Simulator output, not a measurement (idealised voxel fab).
Presented below is a process module, voxel wiring stack.
The width of the displayed cross-section, cut, is 215 nm; its cells are square, with a size of 5 nm.
Square cells in a grid make up a cross-section in this document, and the grid is given as bands, listed from the top down, each one or more rows of cells. Quick guide to a band line: top height, bottom height (nm) up front; then every material left to right with its width in nm. Only one material and it's marked "edge to edge"? Then it fills the band edge to edge. And "empty" just means empty space. Heights are reckoned from 0. Under this level, the received wafer is all of one material. The bottommost band is open-ended downward, for example "top 0, no bottom". When a width is written as two numbers, as in "30..40", the first number is the width in the top row of cells of the band and the second is the width in its bottom row, and the width changes by the same amount from each row to the next. What does "stayed the same" mean for a step? It means no cell of the cross-section changed in that step. Any empty space of 8 cells or more lacking an open way to the top shows up in "Closed void table" as width x height at distance, distance from the left edge, in nm. after a step's settings: what the simulator itself notes on the step. For masked steps, "overlay nm" on the step line gives how far right of plan the mask actually lay; a minus sign means it lay to the left.
Process steps foreseen in the plan:
1. RECEIVE | material Si
2. CONFORMAL_DEP | material SiO2 | thk nm 10
3. CONFORMAL_DEP | material SiCN | thk nm 5
4. DIRECTIONAL_DEP | material SiO2 | thk nm 15
5. MASKED_ETCH | tone open | mask id METAL_1 | width nm 25 | pitch nm 50 | etch materials SiO2 | depth nm 15 | overlay nm 0
6. MASKED_ETCH | tone open | mask id METAL_1 | width nm 25 | pitch nm 50 | etch materials SiCN | depth nm 5 | overlay nm 0
7. CONFORMAL_DEP | material TiN | thk nm 5
8. FILL_DEP | material W | thk nm 5
9. CMP | height nm 30
10. CONFORMAL_DEP | material SiCN | thk nm 5
11. DIRECTIONAL_DEP | material lowk | thk nm 20
12. PATTERN | tone open | mask id PLUG_1 | material resist | width nm 15 | pitch nm 100 | thk nm 15 | overlay nm 0
13. DIRECTIONAL_ETCH | etch materials lowk | depth nm 20
14. DIRECTIONAL_ETCH | etch materials SiCN | depth nm 5
15. STRIP | etch materials resist
16. EPI | material Ru | thk nm 10
17. EPI | material Ru | thk nm 10
18. EPI | material Ru | thk nm 5
19. DIRECTIONAL_DEP | material TiN | thk nm 5
20. DIRECTIONAL_DEP | material Ru | thk nm 20
21. PATTERN | tone cover | mask id METAL_2 | material resist | width nm 25 | pitch nm 50 | thk nm 20 | overlay nm 0
22. DIRECTIONAL_ETCH | etch materials Ru | depth nm 20
23. DIRECTIONAL_ETCH | etch materials TiN | depth nm 5
24. STRIP | etch materials resist
25. FILL_DEP | material SiO2 | thk nm 10
26. CMP | height nm 80
27. CONFORMAL_DEP | material SiCN | thk nm 5
28. DIRECTIONAL_DEP | material lowk | thk nm 15
29. PATTERN | tone open | mask id PLUG_2 | material resist | width nm 15 | pitch nm 100 | thk nm 20 | overlay nm 0
30. DIRECTIONAL_ETCH | etch materials lowk | depth nm 15
31. DIRECTIONAL_ETCH | etch materials SiCN | depth nm 5
32. STRIP | etch materials resist
33. CONFORMAL_DEP | material TiN | thk nm 5
34. FILL_DEP | material Cu | thk nm 5
35. CMP | height nm 100
36. DIRECTIONAL_DEP | material TiN | thk nm 5
37. DIRECTIONAL_DEP | material Ru | thk nm 15
38. MASKED_ETCH | tone cover | mask id METAL_3 | width nm 25 | pitch nm 50 | etch materials Ru | depth nm 15 | overlay nm 0
39. MASKED_ETCH | tone cover | mask id METAL_3 | width nm 25 | pitch nm 50 | etch materials TiN | depth nm 5 | overlay nm 0
40. FILL_DEP | material SiO2 | thk nm 10
41. CMP | height nm 120
42. CONFORMAL_DEP | material SiN | thk nm 5
Incoming wafer, cross-sectional view, post step 1:
	top 0, no bottom: Si edge to edge
	Closed void table: none
Post-module cross-section: identical start and plan to those above, one misstep in execution:
	top 125, bottom 120: SiN edge to edge
	top 120, bottom 105: SiO2 (45), Ru (25), SiO2 (25), Ru (25), SiO2 (25), Ru (25), SiO2 (45)
	top 105, bottom 100: SiO2 (45), TiN (25), SiO2 (25), TiN (25), SiO2 (25), TiN (25), SiO2 (45)
	top 100, bottom 85: lowk (45), TiN (5), Cu (5), TiN (5), lowk (85), TiN (5), Cu (5), TiN (5), lowk (55)
	top 85, bottom 80: SiCN (45), TiN (15), SiCN (85), TiN (15), SiCN (55)
	top 80, bottom 70: SiO2 (45), Ru (25), SiO2 (25), Ru (25), SiO2 (25), Ru (25), SiO2 (45)
	top 70, bottom 65: SiO2 (45), TiN (25), SiO2 (25), Ru (25), SiO2 (25), TiN (25), SiO2 (45)
	top 65, bottom 60: SiO2 (35), Ru (35), SiO2 (25), Ru (25), SiO2 (15), Ru (35), SiO2 (45)
	top 60, bottom 55: SiO2 (35), Ru (35), SiO2 (25), TiN (25), SiO2 (15), Ru (35), SiO2 (45)
	top 55, bottom 35: lowk (45), Ru (15), lowk (85), Ru (15), lowk (55)
	top 35, bottom 30: SiCN (45), Ru (15), SiCN (85), Ru (15), SiCN (55)
	top 30, bottom 15: SiO2 (45), TiN (5), W (15), TiN (5), SiO2 (25), TiN (5), W (15), TiN (5), SiO2 (25), TiN (5), W (15), TiN (5), SiO2 (45)
	top 15, bottom 10: SiCN (45), TiN (25), SiCN (25), TiN (25), SiCN (25), TiN (25), SiCN (45)
	top 10, bottom 0: SiO2 edge to edge
	top 0, no bottom: Si edge to edge
	Closed void table: none
It is concluded that the wafer was processed incorrectly with respect to the plan, in that ran twice: one of 16 and 17, identical steps, cannot tell which
